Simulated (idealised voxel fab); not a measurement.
process module | voxel wiring stack
cross-section cut | 150 nm wide | cells 5 nm
A cross-section is a grid of square cells, given in bands from the top down. A band is one or more rows of cells.
Each band's line starts with the height of the band's top and of its bottom, in nm. Then come its materials from left to right, each with its width in nm. One material with "throughout" fills the band from edge to edge. "air" is empty space.
Height 0 is the level under which the wafer as received is all one material. The lowest band goes on downwards, as in "0 down".
A width such as "30 to 40" changes by the same amount from each row of cells to the next, from the band's top row to its bottom row.
"no change" after a step means that no cell of the cross-section changed.
closed voids: empty space of 8 cells or more with no open way to the top, each as width x height at its distance from the left edge, in nm
after a step's settings: what the simulator itself notes on the step
overlay nm, on a step with a mask: how far to the right of its planned place the mask lay; to the left if negative
plan
1 op RECEIVE | material Si
2 op CONFORMAL_DEP | material SiO2 | thk nm 15
3 op CONFORMAL_DEP | material SiCN | thk nm 5
4 op DIRECTIONAL_DEP | material SiO2 | thk nm 15
5 op DIRECTIONAL_DEP | material aC | thk nm 10
6 op PATTERN | tone open | mask id METAL_1 | material resist | width nm 25 | pitch nm 40 | thk nm 25 | overlay nm 0
7 op DIRECTIONAL_ETCH | etch materials aC | depth nm 10
8 op STRIP | etch materials resist
9 op DIRECTIONAL_ETCH | etch materials SiO2 | depth nm 15
10 op DIRECTIONAL_ETCH | etch materials SiCN | depth nm 5
11 op STRIP | etch materials aC
12 op CONFORMAL_DEP | material TiN | thk nm 5
13 op FILL_DEP | material Cu | thk nm 5
14 op CMP | height nm 35
15 op CONFORMAL_DEP | material SiCN | thk nm 5
16 op DIRECTIONAL_DEP | material lowk | thk nm 30
17 op DIRECTIONAL_DEP | material aC | thk nm 15
18 op PATTERN | tone open | mask id METAL_2 | material resist | width nm 25 | pitch nm 40 | thk nm 30 | overlay nm -5
19 op DIRECTIONAL_ETCH | etch materials aC | depth nm 15
20 op STRIP | etch materials resist
21 op DIRECTIONAL_ETCH | etch materials lowk | depth nm 15
22 op STRIP | etch materials aC
23 op MASKED_ETCH | tone open | mask id METAL_2_HOLES | width nm 15 | pitch nm 80 | etch materials lowk | depth nm 15 | overlay nm 0
24 op MASKED_ETCH | tone open | mask id METAL_2_HOLES | width nm 15 | pitch nm 80 | etch materials SiCN | depth nm 5 | overlay nm 0
25 op CONFORMAL_DEP | material TiN | thk nm 5
26 op FILL_DEP | material Ru | thk nm 10
27 op CMP | height nm 70
28 op CONFORMAL_DEP | material SiN | thk nm 5
varied across the wafers: overlay nm of step 18. The plan shows the first wafer's value. All wafers start alike
first wafer as received, after step 1
  0 down: Si throughout
  closed voids: none
each wafer at the end: cells of each material gained (+) or lost (-) since it was received, then its closed voids
overlay nm -5 | +27 Cu | +26 Ru | +39 SiCN | +30 SiN | +135 SiO2 | +76 TiN | +117 lowk | closed voids: none
overlay nm 0 | +27 Cu | +26 Ru | +39 SiCN | +30 SiN | +135 SiO2 | +76 TiN | +117 lowk | closed voids: none
overlay nm 5 | +27 Cu | +22 Ru | +41 SiCN | +30 SiN | +135 SiO2 | +78 TiN | +117 lowk | closed voids: none
overlay nm 10 | +27 Cu | +26 Ru | +43 SiCN | +30 SiN | +135 SiO2 | +72 TiN | +117 lowk | closed voids: none
